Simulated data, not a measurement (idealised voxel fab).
The process module that follows is named voxel released beams.
It is cross-section cut that appears here, measuring 255 nm in width, its square cells being 5 nm in size.
Cross-section, as written here: a square-cell grid given band by band from the top down, where a band holds one or more rows of cells. In this notation a band is specified by the heights of its top and bottom, in that order and in nm, after which its materials appear from left to right, each paired with its width in nm. The word "full width" attached to a single material means that material fills the band from edge to edge; the word "blank" stands for empty space. For the purposes of this specification, 0 denotes the height below which the wafer in its as-received condition is composed wholly of one material, and the lowermost band, lacking a lower limit, extends downward without end, as expressed in "0 -> down". Width: "30..40" (first number = top row, second number = bottom row, same change from row to row of cells). A step reported as "changes: none" is a step in which no cell of the cross-section changed. Enclosed voids (no open way to top), threshold 8 cells or more, entry "Sealed internal cavities", notation width x height at distance, distance from left edge, nm. That trailing text on a step's line, after the settings, is the simulator's own remark on the step. On any step carrying a mask, the "overlay nm" setting, if present on the step's line, tells how far right of its planned place the mask lay; negative values point to the left.

# The following list gives the planned process steps
1: RECEIVE,material Si
2: CONFORMAL_DEP,material Al2O3,thk nm 5
3: DIRECTIONAL_DEP,material SiO2,thk nm 5
4: MASKED_ETCH,tone open,mask id ANCHOR,width nm 40,etch materials SiO2,depth nm 15,overlay nm 0
5: CONFORMAL_DEP,material polySi,thk nm 15
6: MASKED_ETCH,tone cover,mask id BEAM,width nm 125,etch materials polySi,depth nm 15,overlay nm 0
7: STRIP,etch materials SiO2
The wafers are alike at the start. At step 3, their thk nm differs. The plan lists the first wafer's value.

# The first of several wafers in cross-section, exactly as it reached us after step 1
  0 -> down | Si full width
  Sealed internal cavities: none

# Here is how to read the rows: every wafer has a row, and it shows the wafer at the end of the module, giving for each material how many cells were gained (+) or lost (-) since the wafer was received, then listing its closed voids
thk nm 5, +51 Al2O3, +81 polySi, Sealed internal cavities: none
thk nm 10, +51 Al2O3, +87 polySi, Sealed internal cavities: none
thk nm 15, +51 Al2O3, +93 polySi, Sealed internal cavities: none
thk nm 20, +51 Al2O3, Sealed internal cavities: none
thk nm 25, +51 Al2O3, Sealed internal cavities: none
thk nm 30, +51 Al2O3, Sealed internal cavities: none
